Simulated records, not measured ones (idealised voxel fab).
process module | voxel transistor to metal
cross-section cut | 280 nm wide | cells 5 nm
A cross-section is a grid of square cells, given in bands from the top down. A band is one or more rows of cells.
Each band's line starts with the height of the band's top and of its bottom, in nm. Then come its materials from left to right, each with its width in nm. One material with "throughout" fills the band from edge to edge. "air" is empty space.
Height 0 is the level under which the wafer as received is all one material. The lowest band goes on downwards, as in "0 down".
A width such as "30 to 40" changes by the same amount from each row of cells to the next, from the band's top row to its bottom row.
"no change" after a step means that no cell of the cross-section changed.
closed voids: empty space of 8 cells or more with no open way to the top, each as width x height at its distance from the left edge, in nm
after a step's settings: what the simulator itself notes on the step
overlay nm, on a step with a mask: how far to the right of its planned place the mask lay; to the left if negative
plan
1 op RECEIVE | material Si
2 op OXIDIZE | depth nm 5
3 op CONFORMAL_DEP | material SiN | thk nm 10
4 op PATTERN | tone cover | mask id ACTIVE | material resist | width nm 105 | pitch nm 125 | thk nm 15 | overlay nm 0
5 op DIRECTIONAL_ETCH | etch materials SiN | depth nm 10
6 op DIRECTIONAL_ETCH | etch materials SiO2 | depth nm 5
7 op DIRECTIONAL_ETCH | etch materials Si | depth nm 30
8 op STRIP | etch materials resist
9 op OXIDIZE | depth nm 5
10 op FILL_DEP | material SiO2 | thk nm 15
11 op CMP | height nm 10
12 op SELECTIVE_ETCH | etch materials SiO2 | depth nm 5
13 op STRIP | etch materials SiN
14 op SELECTIVE_ETCH | etch materials SiO2 | depth nm 5
15 op OXIDIZE | depth nm 5
16 op DIRECTIONAL_DEP | material polySi | thk nm 20
17 op DIRECTIONAL_DEP | material SiCN | thk nm 15
18 op DIRECTIONAL_DEP | material aC | thk nm 15
19 op PATTERN | tone cover | mask id GATE | material resist | width nm 15 | pitch nm 125 | thk nm 30 | overlay nm 0
20 op DIRECTIONAL_ETCH | etch materials aC | depth nm 15
21 op STRIP | etch materials resist
22 op DIRECTIONAL_ETCH | etch materials SiCN | depth nm 25
23 op DIRECTIONAL_ETCH | etch materials polySi | depth nm 30
24 op STRIP | etch materials aC
25 op CONFORMAL_DEP | material SiO2 | thk nm 5
26 op DIRECTIONAL_ETCH | etch materials SiO2 | depth nm 5
27 op CONFORMAL_DEP | material SiN | thk nm 5
28 op DIRECTIONAL_ETCH | etch materials SiN | depth nm 5
29 op DIRECTIONAL_ETCH | etch materials SiO2 | depth nm 5
30 op DIRECTIONAL_ETCH | etch materials Si | depth nm 10
31 op EPI | material pSi | thk nm 15
32 op FILL_DEP | material SiO2 | thk nm 5
33 op CMP | height nm 30
34 op DIRECTIONAL_DEP | material SiO2 | thk nm 10
35 op MASKED_ETCH | tone open | mask id CONTACT | width nm 35 | etch materials SiO2 | depth nm 45 | overlay nm 0
36 op CONFORMAL_DEP | material TiN | thk nm 5
37 op FILL_DEP | material Ru | thk nm 10
38 op CMP | height nm 40
39 op DIRECTIONAL_DEP | material TiN | thk nm 5
40 op DIRECTIONAL_DEP | material W | thk nm 20
41 op MASKED_ETCH | tone cover | mask id METAL_1 | width nm 20 | etch materials W | depth nm 20 | overlay nm 0
42 op MASKED_ETCH | tone cover | mask id METAL_1 | width nm 20 | etch materials TiN | depth nm 5 | overlay nm 0
43 op FILL_DEP | material lowk | thk nm 5
44 op CMP | height nm 65
45 op CONFORMAL_DEP | material SiN | thk nm 5
first wafer, as planned
as received, after step 1
  0 down: Si throughout
  closed voids: none
after step 2
  0 to -5: SiO2 throughout
  below -5: unchanged
after step 3
  10 to 0: SiN throughout
  below 0: unchanged
after step 4
  25 to 10: air 25 | resist 105 | air 20 | resist 105 | air 25
  below 10: unchanged
after step 5
  25 to 10: air 25 | resist 105 | air 20 | resist 105 | air 25
  10 to 0: air 25 | SiN 105 | air 20 | SiN 105 | air 25
  below 0: unchanged
after step 6
  25 to 10: air 25 | resist 105 | air 20 | resist 105 | air 25
  10 to 0: air 25 | SiN 105 | air 20 | SiN 105 | air 25
  0 to -5: air 25 | SiO2 105 | air 20 | SiO2 105 | air 25
  below -5: unchanged
after step 7
  25 to 10: air 25 | resist 105 | air 20 | resist 105 | air 25
  10 to 0: air 25 | SiN 105 | air 20 | SiN 105 | air 25
  0 to -5: air 25 | SiO2 105 | air 20 | SiO2 105 | air 25
  -5 to -35: air 25 | Si 105 | air 20 | Si 105 | air 25
  below -35: unchanged
after step 8
  10 to 0: air 25 | SiN 105 | air 20 | SiN 105 | air 25
  below 0: unchanged
after step 9
  10 to 0: air 25 | SiN 105 | air 20 | SiN 105 | air 25
  0 to -5: air 25 | SiO2 105 | air 20 | SiO2 105 | air 25
  -5 to -35: air 25 | SiO2 5 | Si 95 | SiO2 5 | air 20 | SiO2 5 | Si 95 | SiO2 5 | air 25
  -35 to -40: SiO2 30 | Si 95 | SiO2 30 | Si 95 | SiO2 30
  below -40: unchanged
after step 10
  25 to 10: SiO2 throughout
  10 to 0: SiO2 25 | SiN 105 | SiO2 20 | SiN 105 | SiO2 25
  0 to -5: SiO2 throughout
  -5 to -40: SiO2 30 | Si 95 | SiO2 30 | Si 95 | SiO2 30
  below -40: unchanged
after step 11
  10 to 0: SiO2 25 | SiN 105 | SiO2 20 | SiN 105 | SiO2 25
  below 0: unchanged
after step 12
  10 to 5: air 25 | SiN 105 | air 20 | SiN 105 | air 25
  below 5: unchanged
after step 13
  5 to 0: SiO2 25 | air 105 | SiO2 20 | air 105 | SiO2 25
  below 0: unchanged
after step 14
  0 to -5: SiO2 20 | air 115 | SiO2 10 | air 115 | SiO2 20
  below -5: unchanged
after step 15
  0 to -5: SiO2 20 | air 115 | SiO2 10 | air 115 | SiO2 20
  -5 to -10: SiO2 throughout
  below -10: unchanged
after step 16
  20 to 15: polySi 20 | air 115 | polySi 10 | air 115 | polySi 20
  15 to 0: polySi throughout
  0 to -5: SiO2 20 | polySi 115 | SiO2 10 | polySi 115 | SiO2 20
  below -5: unchanged
after step 17
  35 to 30: SiCN 20 | air 115 | SiCN 10 | air 115 | SiCN 20
  30 to 20: SiCN throughout
  20 to 15: polySi 20 | SiCN 115 | polySi 10 | SiCN 115 | polySi 20
  below 15: unchanged
after step 18
  50 to 45: aC 20 | air 115 | aC 10 | air 115 | aC 20
  45 to 35: aC throughout
  35 to 30: SiCN 20 | aC 115 | SiCN 10 | aC 115 | SiCN 20
  below 30: unchanged
after step 19
  80 to 50: air 70 | resist 15 | air 110 | resist 15 | air 70
  50 to 45: aC 20 | air 50 | resist 15 | air 50 | aC 10 | air 50 | resist 15 | air 50 | aC 20
  below 45: unchanged
after step 20
  65 to 45: air 70 | resist 15 | air 110 | resist 15 | air 70
  45 to 35: air 70 | aC 15 | air 110 | aC 15 | air 70
  35 to 30: SiCN 20 | air 50 | aC 15 | air 50 | SiCN 10 | air 50 | aC 15 | air 50 | SiCN 20
  below 30: unchanged
after step 21
  45 to 35: air 70 | aC 15 | air 110 | aC 15 | air 70
  below 35: unchanged
after step 22
  45 to 30: air 70 | aC 15 | air 110 | aC 15 | air 70
  30 to 20: air 70 | SiCN 15 | air 110 | SiCN 15 | air 70
  20 to 15: polySi 20 | air 50 | SiCN 15 | air 50 | polySi 10 | air 50 | SiCN 15 | air 50 | polySi 20
  below 15: unchanged
after step 23
  45 to 30: air 70 | aC 15 | air 110 | aC 15 | air 70
  30 to 15: air 70 | SiCN 15 | air 110 | SiCN 15 | air 70
  15 to 0: air 70 | polySi 15 | air 110 | polySi 15 | air 70
  0 to -5: SiO2 20 | air 50 | polySi 15 | air 50 | SiO2 10 | air 50 | polySi 15 | air 50 | SiO2 20
  below -5: unchanged
after step 24
  30 to 15: air 70 | SiCN 15 | air 110 | SiCN 15 | air 70
  below 15: unchanged
after step 25
  35 to 30: air 65 | SiO2 25 | air 100 | SiO2 25 | air 65
  30 to 15: air 65 | SiO2 5 | SiCN 15 | SiO2 5 | air 100 | SiO2 5 | SiCN 15 | SiO2 5 | air 65
  15 to 5: air 65 | SiO2 5 | polySi 15 | SiO2 5 | air 100 | SiO2 5 | polySi 15 | SiO2 5 | air 65
  5 to 0: SiO2 25 | air 40 | SiO2 5 | polySi 15 | SiO2 5 | air 40 | SiO2 20 | air 40 | SiO2 5 | polySi 15 | SiO2 5 | air 40 | SiO2 25
  0 to -5: SiO2 70 | polySi 15 | SiO2 110 | polySi 15 | SiO2 70
  below -5: unchanged
after step 26
  30 to 15: air 65 | SiO2 5 | SiCN 15 | SiO2 5 | air 100 | SiO2 5 | SiCN 15 | SiO2 5 | air 65
  15 to 0: air 65 | SiO2 5 | polySi 15 | SiO2 5 | air 100 | SiO2 5 | polySi 15 | SiO2 5 | air 65
  0 to -5: SiO2 25 | air 40 | SiO2 5 | polySi 15 | SiO2 5 | air 40 | SiO2 20 | air 40 | SiO2 5 | polySi 15 | SiO2 5 | air 40 | SiO2 25
  below -5: unchanged
after step 27
  35 to 30: air 60 | SiN 35 | air 90 | SiN 35 | air 60
  30 to 15: air 60 | SiN 5 | SiO2 5 | SiCN 15 | SiO2 5 | SiN 5 | air 90 | SiN 5 | SiO2 5 | SiCN 15 | SiO2 5 | SiN 5 | air 60
  15 to 5: air 60 | SiN 5 | SiO2 5 | polySi 15 | SiO2 5 | SiN 5 | air 90 | SiN 5 | SiO2 5 | polySi 15 | SiO2 5 | SiN 5 | air 60
  5 to 0: SiN 30 | air 30 | SiN 5 | SiO2 5 | polySi 15 | SiO2 5 | SiN 5 | air 30 | SiN 30 | air 30 | SiN 5 | SiO2 5 | polySi 15 | SiO2 5 | SiN 5 | air 30 | SiN 30
  0 to -5: SiO2 25 | SiN 40 | SiO2 5 | polySi 15 | SiO2 5 | SiN 40 | SiO2 20 | SiN 40 | SiO2 5 | polySi 15 | SiO2 5 | SiN 40 | SiO2 25
  below -5: unchanged
after step 28
  30 to 15: air 60 | SiN 5 | SiO2 5 | SiCN 15 | SiO2 5 | SiN 5 | air 90 | SiN 5 | SiO2 5 | SiCN 15 | SiO2 5 | SiN 5 | air 60
  15 to 0: air 60 | SiN 5 | SiO2 5 | polySi 15 | SiO2 5 | SiN 5 | air 90 | SiN 5 | SiO2 5 | polySi 15 | SiO2 5 | SiN 5 | air 60
  0 to -5: SiO2 25 | SiN 5 | air 30 | SiN 5 | SiO2 5 | polySi 15 | SiO2 5 | SiN 5 | air 30 | SiN 5 | SiO2 20 | SiN 5 | air 30 | SiN 5 | SiO2 5 | polySi 15 | SiO2 5 | SiN 5 | air 30 | SiN 5 | SiO2 25
  below -5: unchanged
after step 29
  30 to 25: air 60 | SiN 5 | air 5 | SiCN 15 | air 5 | SiN 5 | air 90 | SiN 5 | air 5 | SiCN 15 | air 5 | SiN 5 | air 60
  25 to 15: air 60 | SiN 5 | SiO2 5 | SiCN 15 | SiO2 5 | SiN 5 | air 90 | SiN 5 | SiO2 5 | SiCN 15 | SiO2 5 | SiN 5 | air 60
  15 to 0: air 60 | SiN 5 | SiO2 5 | polySi 15 | SiO2 5 | SiN 5 | air 90 | SiN 5 | SiO2 5 | polySi 15 | SiO2 5 | SiN 5 | air 60
  0 to -5: air 25 | SiN 5 | air 30 | SiN 5 | SiO2 5 | polySi 15 | SiO2 5 | SiN 5 | air 30 | SiN 5 | air 20 | SiN 5 | air 30 | SiN 5 | SiO2 5 | polySi 15 | SiO2 5 | SiN 5 | air 30 | SiN 5 | air 25
  -5 to -10: SiO2 30 | air 30 | SiO2 35 | air 30 | SiO2 30 | air 30 | SiO2 35 | air 30 | SiO2 30
  below -10: unchanged
after step 30
  30 to 25: air 60 | SiN 5 | air 5 | SiCN 15 | air 5 | SiN 5 | air 90 | SiN 5 | air 5 | SiCN 15 | air 5 | SiN 5 | air 60
  25 to 15: air 60 | SiN 5 | SiO2 5 | SiCN 15 | SiO2 5 | SiN 5 | air 90 | SiN 5 | SiO2 5 | SiCN 15 | SiO2 5 | SiN 5 | air 60
  15 to 0: air 60 | SiN 5 | SiO2 5 | polySi 15 | SiO2 5 | SiN 5 | air 90 | SiN 5 | SiO2 5 | polySi 15 | SiO2 5 | SiN 5 | air 60
  0 to -5: air 25 | SiN 5 | air 30 | SiN 5 | SiO2 5 | polySi 15 | SiO2 5 | SiN 5 | air 30 | SiN 5 | air 20 | SiN 5 | air 30 | SiN 5 | SiO2 5 | polySi 15 | SiO2 5 | SiN 5 | air 30 | SiN 5 | air 25
  -5 to -10: SiO2 30 | air 30 | SiO2 35 | air 30 | SiO2 30 | air 30 | SiO2 35 | air 30 | SiO2 30
  -10 to -20: SiO2 30 | air 30 | Si 35 | air 30 | SiO2 30 | air 30 | Si 35 | air 30 | SiO2 30
  below -20: unchanged
after step 31
  30 to 25: air 60 | SiN 5 | air 5 | SiCN 15 | air 5 | SiN 5 | air 90 | SiN 5 | air 5 | SiCN 15 | air 5 | SiN 5 | air 60
  25 to 15: air 60 | SiN 5 | SiO2 5 | SiCN 15 | SiO2 5 | SiN 5 | air 90 | SiN 5 | SiO2 5 | SiCN 15 | SiO2 5 | SiN 5 | air 60
  15 to 5: air 60 | SiN 5 | SiO2 5 | polySi 15 | SiO2 5 | SiN 5 | air 90 | SiN 5 | SiO2 5 | polySi 15 | SiO2 5 | SiN 5 | air 60
  5 to 0: air 45 | pSi 15 | SiN 5 | SiO2 5 | polySi 15 | SiO2 5 | SiN 5 | pSi 15 | air 60 | pSi 15 | SiN 5 | SiO2 5 | polySi 15 | SiO2 5 | SiN 5 | pSi 15 | air 45
  0 to -5: air 25 | SiN 5 | air 15 | pSi 15 | SiN 5 | SiO2 5 | polySi 15 | SiO2 5 | SiN 5 | pSi 15 | air 15 | SiN 5 | air 20 | SiN 5 | air 15 | pSi 15 | SiN 5 | SiO2 5 | polySi 15 | SiO2 5 | SiN 5 | pSi 15 | air 15 | SiN 5 | air 25
  -5 to -10: SiO2 30 | pSi 30 | SiO2 35 | pSi 30 | SiO2 30 | pSi 30 | SiO2 35 | pSi 30 | SiO2 30
  -10 to -20: SiO2 30 | pSi 30 | Si 35 | pSi 30 | SiO2 30 | pSi 30 | Si 35 | pSi 30 | SiO2 30
  below -20: unchanged
after step 32
  35 to 30: SiO2 throughout
  30 to 15: SiO2 60 | SiN 5 | SiO2 5 | SiCN 15 | SiO2 5 | SiN 5 | SiO2 90 | SiN 5 | SiO2 5 | SiCN 15 | SiO2 5 | SiN 5 | SiO2 60
  15 to 5: SiO2 60 | SiN 5 | SiO2 5 | polySi 15 | SiO2 5 | SiN 5 | SiO2 90 | SiN 5 | SiO2 5 | polySi 15 | SiO2 5 | SiN 5 | SiO2 60
  5 to 0: SiO2 45 | pSi 15 | SiN 5 | SiO2 5 | polySi 15 | SiO2 5 | SiN 5 | pSi 15 | SiO2 60 | pSi 15 | SiN 5 | SiO2 5 | polySi 15 | SiO2 5 | SiN 5 | pSi 15 | SiO2 45
  0 to -5: SiO2 25 | SiN 5 | SiO2 15 | pSi 15 | SiN 5 | SiO2 5 | polySi 15 | SiO2 5 | SiN 5 | pSi 15 | SiO2 15 | SiN 5 | SiO2 20 | SiN 5 | SiO2 15 | pSi 15 | SiN 5 | SiO2 5 | polySi 15 | SiO2 5 | SiN 5 | pSi 15 | SiO2 15 | SiN 5 | SiO2 25
  below -5: unchanged
after step 33
  30 to 15: SiO2 60 | SiN 5 | SiO2 5 | SiCN 15 | SiO2 5 | SiN 5 | SiO2 90 | SiN 5 | SiO2 5 | SiCN 15 | SiO2 5 | SiN 5 | SiO2 60
  below 15: unchanged
after step 34
  40 to 30: SiO2 throughout
  below 30: unchanged
after step 35
  40 to 30: SiO2 30 | air 35 | SiO2 25 | air 35 | SiO2 30 | air 35 | SiO2 25 | air 35 | SiO2 30
  30 to 15: SiO2 30 | air 30 | SiN 5 | SiO2 5 | SiCN 15 | SiO2 5 | SiN 5 | air 30 | SiO2 30 | air 30 | SiN 5 | SiO2 5 | SiCN 15 | SiO2 5 | SiN 5 | air 30 | SiO2 30
  15 to 5: SiO2 30 | air 30 | SiN 5 | SiO2 5 | polySi 15 | SiO2 5 | SiN 5 | air 30 | SiO2 30 | air 30 | SiN 5 | SiO2 5 | polySi 15 | SiO2 5 | SiN 5 | air 30 | SiO2 30
  5 to 0: SiO2 30 | air 15 | pSi 15 | SiN 5 | SiO2 5 | polySi 15 | SiO2 5 | SiN 5 | pSi 15 | air 15 | SiO2 30 | air 15 | pSi 15 | SiN 5 | SiO2 5 | polySi 15 | SiO2 5 | SiN 5 | pSi 15 | air 15 | SiO2 30
  0 to -5: SiO2 25 | SiN 5 | air 15 | pSi 15 | SiN 5 | SiO2 5 | polySi 15 | SiO2 5 | SiN 5 | pSi 15 | air 15 | SiN 5 | SiO2 20 | SiN 5 | air 15 | pSi 15 | SiN 5 | SiO2 5 | polySi 15 | SiO2 5 | SiN 5 | pSi 15 | air 15 | SiN 5 | SiO2 25
  below -5: unchanged
after step 36
  45 to 40: TiN 35 | air 25 | TiN 35 | air 25 | TiN 40 | air 25 | TiN 35 | air 25 | TiN 35
  40 to 30: SiO2 30 | TiN 5 | air 25 to 20 | TiN 5 to 10 | SiO2 25 | TiN 5 to 10 | air 25 to 20 | TiN 5 | SiO2 30 | TiN 5 | air 25 to 20 | TiN 5 to 10 | SiO2 25 | TiN 5 to 10 | air 25 to 20 | TiN 5 | SiO2 30
  30 to 15: SiO2 30 | TiN 5 | air 20 | TiN 5 | SiN 5 | SiO2 5 | SiCN 15 | SiO2 5 | SiN 5 | TiN 5 | air 20 | TiN 5 | SiO2 30 | TiN 5 | air 20 | TiN 5 | SiN 5 | SiO2 5 | SiCN 15 | SiO2 5 | SiN 5 | TiN 5 | air 20 | TiN 5 | SiO2 30
  15 to 5: SiO2 30 | TiN 5 | air 20 to 5 | TiN 5 to 20 | SiN 5 | SiO2 5 | polySi 15 | SiO2 5 | SiN 5 | TiN 5 to 20 | air 20 to 5 | TiN 5 | SiO2 30 | TiN 5 | air 20 to 5 | TiN 5 to 20 | SiN 5 | SiO2 5 | polySi 15 | SiO2 5 | SiN 5 | TiN 5 to 20 | air 20 to 5 | TiN 5 | SiO2 30
  5 to 0: SiO2 30 | TiN 5 | air 5 | TiN 5 | pSi 15 | SiN 5 | SiO2 5 | polySi 15 | SiO2 5 | SiN 5 | pSi 15 | TiN 5 | air 5 | TiN 5 | SiO2 30 | TiN 5 | air 5 | TiN 5 | pSi 15 | SiN 5 | SiO2 5 | polySi 15 | SiO2 5 | SiN 5 | pSi 15 | TiN 5 | air 5 | TiN 5 | SiO2 30
  0 to -5: SiO2 25 | SiN 5 | TiN 15 | pSi 15 | SiN 5 | SiO2 5 | polySi 15 | SiO2 5 | SiN 5 | pSi 15 | TiN 15 | SiN 5 | SiO2 20 | SiN 5 | TiN 15 | pSi 15 | SiN 5 | SiO2 5 | polySi 15 | SiO2 5 | SiN 5 | pSi 15 | TiN 15 | SiN 5 | SiO2 25
  below -5: unchanged
after step 37
  55 to 45: Ru throughout
  45 to 40: TiN 35 | Ru 25 | TiN 35 | Ru 25 | TiN 40 | Ru 25 | TiN 35 | Ru 25 | TiN 35
  40 to 30: SiO2 30 | TiN 5 | Ru 25 to 20 | TiN 5 to 10 | SiO2 25 | TiN 5 to 10 | Ru 25 to 20 | TiN 5 | SiO2 30 | TiN 5 | Ru 25 to 20 | TiN 5 to 10 | SiO2 25 | TiN 5 to 10 | Ru 25 to 20 | TiN 5 | SiO2 30
  30 to 15: SiO2 30 | TiN 5 | Ru 20 | TiN 5 | SiN 5 | SiO2 5 | SiCN 15 | SiO2 5 | SiN 5 | TiN 5 | Ru 20 | TiN 5 | SiO2 30 | TiN 5 | Ru 20 | TiN 5 | SiN 5 | SiO2 5 | SiCN 15 | SiO2 5 | SiN 5 | TiN 5 | Ru 20 | TiN 5 | SiO2 30
  15 to 5: SiO2 30 | TiN 5 | Ru 20 to 5 | TiN 5 to 20 | SiN 5 | SiO2 5 | polySi 15 | SiO2 5 | SiN 5 | TiN 5 to 20 | Ru 20 to 5 | TiN 5 | SiO2 30 | TiN 5 | Ru 20 to 5 | TiN 5 to 20 | SiN 5 | SiO2 5 | polySi 15 | SiO2 5 | SiN 5 | TiN 5 to 20 | Ru 20 to 5 | TiN 5 | SiO2 30
  5 to 0: SiO2 30 | TiN 5 | Ru 5 | TiN 5 | pSi 15 | SiN 5 | SiO2 5 | polySi 15 | SiO2 5 | SiN 5 | pSi 15 | TiN 5 | Ru 5 | TiN 5 | SiO2 30 | TiN 5 | Ru 5 | TiN 5 | pSi 15 | SiN 5 | SiO2 5 | polySi 15 | SiO2 5 | SiN 5 | pSi 15 | TiN 5 | Ru 5 | TiN 5 | SiO2 30
  below 0: unchanged
after step 38
  40 to 30: SiO2 30 | TiN 5 | Ru 25 to 20 | TiN 5 to 10 | SiO2 25 | TiN 5 to 10 | Ru 25 to 20 | TiN 5 | SiO2 30 | TiN 5 | Ru 25 to 20 | TiN 5 to 10 | SiO2 25 | TiN 5 to 10 | Ru 25 to 20 | TiN 5 | SiO2 30
  below 30: unchanged
after step 39
  45 to 40: TiN throughout
  below 40: unchanged
after step 40
  65 to 45: W throughout
  below 45: unchanged
after step 41
  65 to 45: air 30 | W 20 | air 55 | W 20 | air 30 | W 20 | air 55 | W 20 | air 30
  below 45: unchanged
after step 42
  65 to 45: air 30 | W 20 | air 55 | W 20 | air 30 | W 20 | air 55 | W 20 | air 30
  45 to 40: air 30 | TiN 20 | air 55 | TiN 20 | air 30 | TiN 20 | air 55 | TiN 20 | air 30
  below 40: unchanged
after step 43
  70 to 65: lowk throughout
  65 to 45: lowk 30 | W 20 | lowk 55 | W 20 | lowk 30 | W 20 | lowk 55 | W 20 | lowk 30
  45 to 40: lowk 30 | TiN 20 | lowk 55 | TiN 20 | lowk 30 | TiN 20 | lowk 55 | TiN 20 | lowk 30
  below 40: unchanged
after step 44
  65 to 45: lowk 30 | W 20 | lowk 55 | W 20 | lowk 30 | W 20 | lowk 55 | W 20 | lowk 30
  below 45: unchanged
after step 45
  70 to 65: SiN throughout
  below 65: unchanged
second wafer: like start, like plan, one mistake. Through step 34 it matches the first wafer
when step 35 should have ended
  40 to 30: SiO2 20 | air 35 | SiO2 25 | air 35 | SiO2 30 | air 35 | SiO2 25 | air 35 | SiO2 40
  30 to 15: SiO2 20 | air 35 | SiO2 5 | SiN 5 | SiO2 5 | SiCN 15 | air 5 | SiN 5 | air 20 | SiO2 30 | air 35 | SiO2 5 | SiN 5 | SiO2 5 | SiCN 15 | air 5 | SiN 5 | air 20 | SiO2 40
  15 to 5: SiO2 20 | air 35 | SiO2 5 | SiN 5 | SiO2 5 | polySi 15 | air 5 | SiN 5 | air 20 | SiO2 30 | air 35 | SiO2 5 | SiN 5 | SiO2 5 | polySi 15 | air 5 | SiN 5 | air 20 | SiO2 40
  5 to 0: SiO2 20 | air 25 | pSi 15 | SiN 5 | SiO2 5 | polySi 15 | air 5 | SiN 5 | pSi 15 | air 5 | SiO2 30 | air 25 | pSi 15 | SiN 5 | SiO2 5 | polySi 15 | air 5 | SiN 5 | pSi 15 | air 5 | SiO2 40
  0 to -5: SiO2 20 | air 5 | SiN 5 | air 15 | pSi 15 | SiN 5 | SiO2 5 | polySi 15 | air 5 | SiN 5 | pSi 15 | air 5 | SiO2 10 | SiN 5 | SiO2 15 | air 5 | SiN 5 | air 15 | pSi 15 | SiN 5 | SiO2 5 | polySi 15 | air 5 | SiN 5 | pSi 15 | air 5 | SiO2 10 | SiN 5 | SiO2 25
  below -5: unchanged
when step 36 should have ended
  45 to 40: TiN 25 | air 25 | TiN 35 | air 25 | TiN 40 | air 25 | TiN 35 | air 25 | TiN 45
  40 to 30: SiO2 20 | TiN 5 | air 25 | TiN 5 | SiO2 25 | TiN 5 to 20 | air 25 to 10 | TiN 5 | SiO2 30 | TiN 5 | air 25 | TiN 5 | SiO2 25 | TiN 5 to 20 | air 25 to 10 | TiN 5 | SiO2 40
  30 to 15: SiO2 20 | TiN 5 | air 25 | TiN 5 | SiO2 5 | SiN 5 | SiO2 5 | SiCN 15 | TiN 5 | SiN 5 | TiN 5 | air 10 | TiN 5 | SiO2 30 | TiN 5 | air 25 | TiN 5 | SiO2 5 | SiN 5 | SiO2 5 | SiCN 15 | TiN 5 | SiN 5 | TiN 5 | air 10 | TiN 5 | SiO2 40
  15 to 10: SiO2 20 | TiN 5 | air 25 | TiN 5 | SiO2 5 | SiN 5 | SiO2 5 | polySi 15 | TiN 5 | SiN 5 | TiN 5 | air 10 | TiN 5 | SiO2 30 | TiN 5 | air 25 | TiN 5 | SiO2 5 | SiN 5 | SiO2 5 | polySi 15 | TiN 5 | SiN 5 | TiN 5 | air 10 | TiN 5 | SiO2 40
  10 to 5: SiO2 20 | TiN 5 | air 15 | TiN 15 | SiO2 5 | SiN 5 | SiO2 5 | polySi 15 | TiN 5 | SiN 5 | TiN 20 | SiO2 30 | TiN 5 | air 15 | TiN 15 | SiO2 5 | SiN 5 | SiO2 5 | polySi 15 | TiN 5 | SiN 5 | TiN 20 | SiO2 40
  5 to 0: SiO2 20 | TiN 15 | air 5 | TiN 5 | pSi 15 | SiN 5 | SiO2 5 | polySi 15 | TiN 5 | SiN 5 | pSi 15 | TiN 5 | SiO2 30 | TiN 15 | air 5 | TiN 5 | pSi 15 | SiN 5 | SiO2 5 | polySi 15 | TiN 5 | SiN 5 | pSi 15 | TiN 5 | SiO2 40
  0 to -5: SiO2 20 | TiN 5 | SiN 5 | TiN 15 | pSi 15 | SiN 5 | SiO2 5 | polySi 15 | TiN 5 | SiN 5 | pSi 15 | TiN 5 | SiO2 10 | SiN 5 | SiO2 15 | TiN 5 | SiN 5 | TiN 15 | pSi 15 | SiN 5 | SiO2 5 | polySi 15 | TiN 5 | SiN 5 | pSi 15 | TiN 5 | SiO2 10 | SiN 5 | SiO2 25
  below -5: unchanged
when step 37 should have ended
  55 to 45: Ru throughout
  45 to 40: TiN 25 | Ru 25 | TiN 35 | Ru 25 | TiN 40 | Ru 25 | TiN 35 | Ru 25 | TiN 45
  40 to 30: SiO2 20 | TiN 5 | Ru 25 | TiN 5 | SiO2 25 | TiN 5 to 20 | Ru 25 to 10 | TiN 5 | SiO2 30 | TiN 5 | Ru 25 | TiN 5 | SiO2 25 | TiN 5 to 20 | Ru 25 to 10 | TiN 5 | SiO2 40
  30 to 15: SiO2 20 | TiN 5 | Ru 25 | TiN 5 | SiO2 5 | SiN 5 | SiO2 5 | SiCN 15 | TiN 5 | SiN 5 | TiN 5 | Ru 10 | TiN 5 | SiO2 30 | TiN 5 | Ru 25 | TiN 5 | SiO2 5 | SiN 5 | SiO2 5 | SiCN 15 | TiN 5 | SiN 5 | TiN 5 | Ru 10 | TiN 5 | SiO2 40
  15 to 10: SiO2 20 | TiN 5 | Ru 25 | TiN 5 | SiO2 5 | SiN 5 | SiO2 5 | polySi 15 | TiN 5 | SiN 5 | TiN 5 | Ru 10 | TiN 5 | SiO2 30 | TiN 5 | Ru 25 | TiN 5 | SiO2 5 | SiN 5 | SiO2 5 | polySi 15 | TiN 5 | SiN 5 | TiN 5 | Ru 10 | TiN 5 | SiO2 40
  10 to 5: SiO2 20 | TiN 5 | Ru 15 | TiN 15 | SiO2 5 | SiN 5 | SiO2 5 | polySi 15 | TiN 5 | SiN 5 | TiN 20 | SiO2 30 | TiN 5 | Ru 15 | TiN 15 | SiO2 5 | SiN 5 | SiO2 5 | polySi 15 | TiN 5 | SiN 5 | TiN 20 | SiO2 40
  5 to 0: SiO2 20 | TiN 15 | Ru 5 | TiN 5 | pSi 15 | SiN 5 | SiO2 5 | polySi 15 | TiN 5 | SiN 5 | pSi 15 | TiN 5 | SiO2 30 | TiN 15 | Ru 5 | TiN 5 | pSi 15 | SiN 5 | SiO2 5 | polySi 15 | TiN 5 | SiN 5 | pSi 15 | TiN 5 | SiO2 40
  below 0: unchanged
when step 38 should have ended
  40 to 30: SiO2 20 | TiN 5 | Ru 25 | TiN 5 | SiO2 25 | TiN 5 to 20 | Ru 25 to 10 | TiN 5 | SiO2 30 | TiN 5 | Ru 25 | TiN 5 | SiO2 25 | TiN 5 to 20 | Ru 25 to 10 | TiN 5 | SiO2 40
  below 30: unchanged
when step 39 should have ended
  45 to 40: TiN throughout
  below 40: unchanged
when step 40 should have ended
  65 to 45: W throughout
  below 45: unchanged
when step 41 should have ended
  65 to 45: air 30 | W 20 | air 55 | W 20 | air 30 | W 20 | air 55 | W 20 | air 30
  below 45: unchanged
when step 42 should have ended
  65 to 45: air 30 | W 20 | air 55 | W 20 | air 30 | W 20 | air 55 | W 20 | air 30
  45 to 40: air 30 | TiN 20 | air 55 | TiN 20 | air 30 | TiN 20 | air 55 | TiN 20 | air 30
  below 40: unchanged
when step 43 should have ended
  70 to 65: lowk throughout
  65 to 45: lowk 30 | W 20 | lowk 55 | W 20 | lowk 30 | W 20 | lowk 55 | W 20 | lowk 30
  45 to 40: lowk 30 | TiN 20 | lowk 55 | TiN 20 | lowk 30 | TiN 20 | lowk 55 | TiN 20 | lowk 30
  below 40: unchanged
when step 44 should have ended
  65 to 45: lowk 30 | W 20 | lowk 55 | W 20 | lowk 30 | W 20 | lowk 55 | W 20 | lowk 30
  below 45: unchanged
when step 45 should have ended
  70 to 65: SiN throughout
  below 65: unchanged
what went wrong: step 35 ran as: op MASKED_ETCH | tone open | mask id CONTACT | width nm 35 | etch materials SiO2 | depth nm 45 | overlay nm -10
at the end the second wafer has, in cells: 10 fewer of Ru | 2 fewer of SiO2 | 12 more of TiN
